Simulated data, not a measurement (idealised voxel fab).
process module | voxel released beams
cross-section cut | 190 nm wide | cells 5 nm
A cross-section is a grid of square cells, given in bands from the top down. A band is one or more rows of cells.
Each band's line starts with the height of the band's top and of its bottom, in nm. Then come its materials from left to right, each with its width in nm. One material with "throughout" fills the band from edge to edge. "air" is empty space.
Height 0 is the level under which the wafer as received is all one material. The lowest band goes on downwards, as in "0 down".
A width such as "30 to 40" changes by the same amount from each row of cells to the next, from the band's top row to its bottom row.
"no change" after a step means that no cell of the cross-section changed.
closed voids: empty space of 8 cells or more with no open way to the top, each as width x height at its distance from the left edge, in nm
after a step's settings: what the simulator itself notes on the step
overlay nm, on a step with a mask: how far to the right of its planned place the mask lay; to the left if negative
plan
1 op RECEIVE | material Si
2 op CONFORMAL_DEP | material Al2O3 | thk nm 5
3 op DIRECTIONAL_DEP | material SiO2 | thk nm 20
4 op MASKED_ETCH | tone open | mask id ANCHOR | width nm 35 | etch materials SiO2 | depth nm 20 | overlay nm 0
5 op CONFORMAL_DEP | material W | thk nm 15
6 op DIRECTIONAL_DEP | material aC | thk nm 10
7 op PATTERN | tone cover | mask id BEAM | material resist | width nm 115 | thk nm 25 | overlay nm 0
8 op DIRECTIONAL_ETCH | etch materials aC | depth nm 10
9 op STRIP | etch materials resist
10 op DIRECTIONAL_ETCH | etch materials W | depth nm 15
11 op STRIP | etch materials aC
12 op STRIP | etch materials SiO2
first wafer, as planned
as received, after step 1
  0 down: Si throughout
  closed voids: none
after step 2
  5 to 0: Al2O3 throughout
  below 0: unchanged
after step 3
  25 to 5: SiO2 throughout
  below 5: unchanged
after step 4
  25 to 5: SiO2 40 | air 35 | SiO2 115
  below 5: unchanged
after step 5
  40 to 25: W 55 | air 5 | W 130
  25 to 20: SiO2 40 | W 15 | air 5 | W 15 | SiO2 115
  20 to 5: SiO2 40 | W 35 | SiO2 115
  below 5: unchanged
after step 6
  50 to 40: aC 55 | air 5 | aC 130
  40 to 30: W 55 | air 5 | W 130
  30 to 25: W 55 | aC 5 | W 130
  25 to 20: SiO2 40 | W 15 | aC 5 | W 15 | SiO2 115
  below 20: unchanged
after step 7
  75 to 50: air 35 | resist 115 | air 40
  50 to 40: aC 55 | resist 5 | aC 130
  40 to 30: W 55 | resist 5 | W 130
  below 30: unchanged
after step 8
  65 to 50: air 35 | resist 115 | air 40
  50 to 40: air 35 | aC 20 | resist 5 | aC 90 | air 40
  below 40: unchanged
after step 9
  50 to 40: air 35 | aC 20 | air 5 | aC 90 | air 40
  40 to 30: W 55 | air 5 | W 130
  below 30: unchanged
after step 10
  50 to 40: air 35 | aC 20 | air 5 | aC 90 | air 40
  40 to 30: air 35 | W 20 | air 5 | W 90 | air 40
  30 to 25: air 35 | W 20 | aC 5 | W 90 | air 40
  below 25: unchanged
after step 11
  40 to 25: air 35 | W 20 | air 5 | W 90 | air 40
  25 to 20: SiO2 40 | W 15 | air 5 | W 15 | SiO2 115
  below 20: unchanged
after step 12
  40 to 25: air 35 | W 20 | air 5 | W 90 | air 40
  25 to 20: air 40 | W 15 | air 5 | W 15 | air 115
  20 to 5: air 40 | W 35 | air 115
  below 5: unchanged
second wafer: like start, like plan, one mistake. Through step 4 it matches the first wafer
when step 5 should have ended
  30 to 25: W 45 | air 25 | W 120
  25 to 10: SiO2 40 | W 5 | air 25 | W 5 | SiO2 115
  10 to 5: SiO2 40 | W 35 | SiO2 115
  below 5: unchanged
when step 6 should have ended
  40 to 30: aC 45 | air 25 | aC 120
  30 to 25: W 45 | air 25 | W 120
  25 to 20: SiO2 40 | W 5 | air 25 | W 5 | SiO2 115
  20 to 10: SiO2 40 | W 5 | aC 25 | W 5 | SiO2 115
  below 10: unchanged
when step 7 should have ended
  65 to 40: air 35 | resist 115 | air 40
  40 to 30: aC 45 | resist 25 | aC 120
  30 to 25: W 45 | resist 25 | W 120
  25 to 20: SiO2 40 | W 5 | resist 25 | W 5 | SiO2 115
  below 20: unchanged
when step 8 should have ended
  55 to 40: air 35 | resist 115 | air 40
  40 to 30: air 35 | aC 10 | resist 25 | aC 80 | air 40
  below 30: unchanged
when step 9 should have ended
  40 to 30: air 35 | aC 10 | air 25 | aC 80 | air 40
  30 to 25: W 45 | air 25 | W 120
  25 to 20: SiO2 40 | W 5 | air 25 | W 5 | SiO2 115
  below 20: unchanged
when step 10 should have ended
  40 to 30: air 35 | aC 10 | air 25 | aC 80 | air 40
  30 to 25: air 35 | W 10 | air 25 | W 80 | air 40
  below 25: unchanged
when step 11 should have ended
  30 to 25: air 35 | W 10 | air 25 | W 80 | air 40
  25 to 10: SiO2 40 | W 5 | air 25 | W 5 | SiO2 115
  below 10: unchanged
when step 12 should have ended
  30 to 25: air 35 | W 10 | air 25 | W 80 | air 40
  25 to 10: air 40 | W 5 | air 25 | W 5 | air 115
  10 to 5: air 40 | W 35 | air 115
  below 5: unchanged
what went wrong: step 5 ran as: op CONFORMAL_DEP | material W | thk nm 5
at the end the second wafer has, in cells: 62 fewer of W
